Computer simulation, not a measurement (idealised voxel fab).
Process module under the name voxel transistor to metal
The cross-section on display is named cut; it measures 295 nm wide, and its cells are 5 nm squares.
Square cells in a grid make up a cross-section in this document, and the grid is given as bands, listed from the top down, each one or more rows of cells.
In this notation a band is specified by the heights of its top and bottom, in that order and in nm, after which its materials appear from left to right, each paired with its width in nm. The word "full width" attached to a single material means that material fills the band from edge to edge; the word "blank" stands for empty space.
Counting heights begins at 0, where everything beneath is, in the wafer as received, one material. The lowest band has no bottom; it goes on downwards, as "0..down" shows.
Top row gets the first number, bottom row gets the second, and each row in between changes by the same step: that is how a band width like "30..40" works.
"everything unchanged" means the step left every cell of the cross-section as it was.
Entry "Trapped void list" = empty spaces >= 8 cells with no open way to the top; each as width x height at distance, distance from left edge, all nm.
Note: text after step settings on the step line = simulator remark on that step.
"overlay nm", when on a step's line for a step with a mask, measures how far to the right of its planned place the mask lay; a negative measure means to the left.

PROCESS STEPS (PLANNED)
1. RECEIVE, material Si
2. OXIDIZE, depth nm 5
3. CONFORMAL_DEP, material SiN, thk nm 15
4. DIRECTIONAL_DEP, material aC, thk nm 10
5. PATTERN, tone cover, mask id ACTIVE, material resist, width nm 95, pitch nm 120, thk nm 30, overlay nm 0
6. DIRECTIONAL_ETCH, etch materials aC, depth nm 10
7. STRIP, etch materials resist
8. DIRECTIONAL_ETCH, etch materials SiN, depth nm 15
9. DIRECTIONAL_ETCH, etch materials SiO2, depth nm 5
10. DIRECTIONAL_ETCH, etch materials Si, depth nm 25
11. STRIP, etch materials aC
12. FILL_DEP, material SiO2, thk nm 5
13. CMP, height nm 15
14. SELECTIVE_ETCH, etch materials SiO2, depth nm 15
15. STRIP, etch materials SiN
16. SELECTIVE_ETCH, etch materials SiO2, depth nm 5
17. OXIDIZE, depth nm 5
18. DIRECTIONAL_DEP, material polySi, thk nm 30
19. DIRECTIONAL_DEP, material SiCN, thk nm 15
20. MASKED_ETCH, tone cover, mask id GATE, width nm 15, pitch nm 120, etch materials SiCN, depth nm 25, overlay nm 0
21. MASKED_ETCH, tone cover, mask id GATE, width nm 15, pitch nm 120, etch materials polySi, depth nm 40, overlay nm 0
22. CONFORMAL_DEP, material SiN, thk nm 10
23. DIRECTIONAL_ETCH, etch materials SiN, depth nm 10
24. DIRECTIONAL_ETCH, etch materials SiO2, depth nm 5
25. DIRECTIONAL_ETCH, etch materials Si, depth nm 15
26. EPI, material nSi, thk nm 15
27. FILL_DEP, material SiO2, thk nm 5
28. CMP, height nm 40
29. DIRECTIONAL_DEP, material SiO2, thk nm 10
30. DIRECTIONAL_DEP, material aC, thk nm 15
31. PATTERN, tone open, mask id CONTACT, material resist, width nm 20, thk nm 35, overlay nm 0
32. DIRECTIONAL_ETCH, etch materials aC, depth nm 15
33. STRIP, etch materials resist
34. DIRECTIONAL_ETCH, etch materials SiO2, depth nm 60
35. STRIP, etch materials aC
36. CONFORMAL_DEP, material TiN, thk nm 5
37. FILL_DEP, material Ru, thk nm 10
38. CMP, height nm 50
39. DIRECTIONAL_DEP, material TiN, thk nm 5
40. DIRECTIONAL_DEP, material W, thk nm 25
41. DIRECTIONAL_DEP, material aC, thk nm 15
42. PATTERN, tone cover, mask id METAL_1, material resist, width nm 20, thk nm 30, overlay nm 0
43. DIRECTIONAL_ETCH, etch materials aC, depth nm 15
44. STRIP, etch materials resist
45. DIRECTIONAL_ETCH, etch materials W, depth nm 25
46. DIRECTIONAL_ETCH, etch materials TiN, depth nm 5
47. STRIP, etch materials aC
48. FILL_DEP, material lowk, thk nm 5
49. CMP, height nm 80
50. CONFORMAL_DEP, material SiCN, thk nm 5
51. DIRECTIONAL_DEP, material lowk, thk nm 30
52. PATTERN, tone open, mask id METAL_2_HOLES, material resist, width nm 15, pitch nm 120, thk nm 20, overlay nm 0
53. DIRECTIONAL_ETCH, etch materials lowk, depth nm 30
54. STRIP, etch materials resist
55. PATTERN, tone open, mask id METAL_2, material resist, width nm 20, pitch nm 120, thk nm 15, overlay nm 0
56. DIRECTIONAL_ETCH, etch materials lowk, depth nm 15
57. DIRECTIONAL_ETCH, etch materials SiCN, depth nm 5
58. STRIP, etch materials resist
59. CONFORMAL_DEP, material TiN, thk nm 5
60. FILL_DEP, material Ru, thk nm 5
61. CMP, height nm 115
62. CONFORMAL_DEP, material SiCN, thk nm 5

WAFER CROSS-SECTION ON RECEIPT, I.E. AFTER STEP 1
    0..down | Si full width
    Trapped void list: none

WHAT THE WAFER LOOKS LIKE IN CROSS-SECTION AFTER THIS MODULE, WHEN IT STARTS AS SHOWN ABOVE AND FOLLOWS THE PLAN ABOVE BUT ONE MISTAKE IS MADE IN RUNNING IT
    120..115 | SiCN full width
    115..105 | lowk=45, then TiN=5, then Ru=5, then TiN=5, then lowk=105, then TiN=5, then Ru=5, then TiN=5, then lowk=115
    105..100 | lowk=45, then TiN=15, then lowk=105, then TiN=15, then lowk=115
    100..85 | lowk full width
    85..80 | SiCN full width
    80..55 | lowk=45, then W=20, then lowk=45, then W=20, then lowk=35, then W=20, then lowk=45, then W=20, then lowk=45
    55..50 | lowk=45, then TiN=20, then lowk=45, then TiN=20, then lowk=35, then TiN=20, then lowk=45, then TiN=20, then lowk=45
    50..40 | SiO2=45, then TiN=5, then Ru=10, then TiN=5, then SiO2=45, then TiN=5, then Ru=10, then TiN=5, then SiO2=35, then TiN=5, then Ru=10, then TiN=5, then SiO2=45, then TiN=5, then Ru=10, then TiN=5, then SiO2=45
    40..25 | SiO2=45, then TiN=5, then Ru=10, then TiN=5, then SiO2=5, then SiN=10, then SiCN=15, then SiN=10, then SiO2=5, then TiN=5, then Ru=10, then TiN=5, then SiO2=35, then TiN=5, then Ru=10, then TiN=5, then SiO2=5, then SiN=10, then SiCN=15, then SiN=10, then SiO2=5, then TiN=5, then Ru=10, then TiN=5, then SiO2=45
    25..10 | SiO2=45, then TiN=5, then Ru=10, then TiN=5, then SiO2=5, then SiN=10, then polySi=15, then SiN=10, then SiO2=5, then TiN=5, then Ru=10, then TiN=5, then SiO2=35, then TiN=5, then Ru=10, then TiN=5, then SiO2=5, then SiN=10, then polySi=15, then SiN=10, then SiO2=5, then TiN=5, then Ru=10, then TiN=5, then SiO2=45
    10..5 | SiO2=45, then TiN=20, then SiO2=5, then SiN=10, then polySi=15, then SiN=10, then SiO2=5, then TiN=20, then SiO2=35, then TiN=20, then SiO2=5, then SiN=10, then polySi=15, then SiN=10, then SiO2=5, then TiN=20, then SiO2=45
    5..-5 | SiO2=45, then TiN=10, then nSi=15, then SiN=10, then polySi=15, then SiN=10, then nSi=15, then TiN=10, then SiO2=35, then TiN=10, then nSi=15, then SiN=10, then polySi=15, then SiN=10, then nSi=15, then TiN=10, then SiO2=45
    -5..-10 | SiO2=45, then TiN=10, then nSi=15, then SiO2=35, then nSi=15, then TiN=10, then SiO2=35, then TiN=10, then nSi=15, then SiO2=35, then nSi=15, then TiN=10, then SiO2=45
    -10..-25 | SiO2=40, then nSi=30, then Si=35, then nSi=30, then SiO2=25, then nSi=30, then Si=35, then nSi=30, then SiO2=40
    -25..-30 | SiO2=40, then Si=95, then SiO2=25, then Si=95, then SiO2=40
    -30..down | Si full width
    Trapped void list: none
Processing error: step 51 of the plan was executed twice over
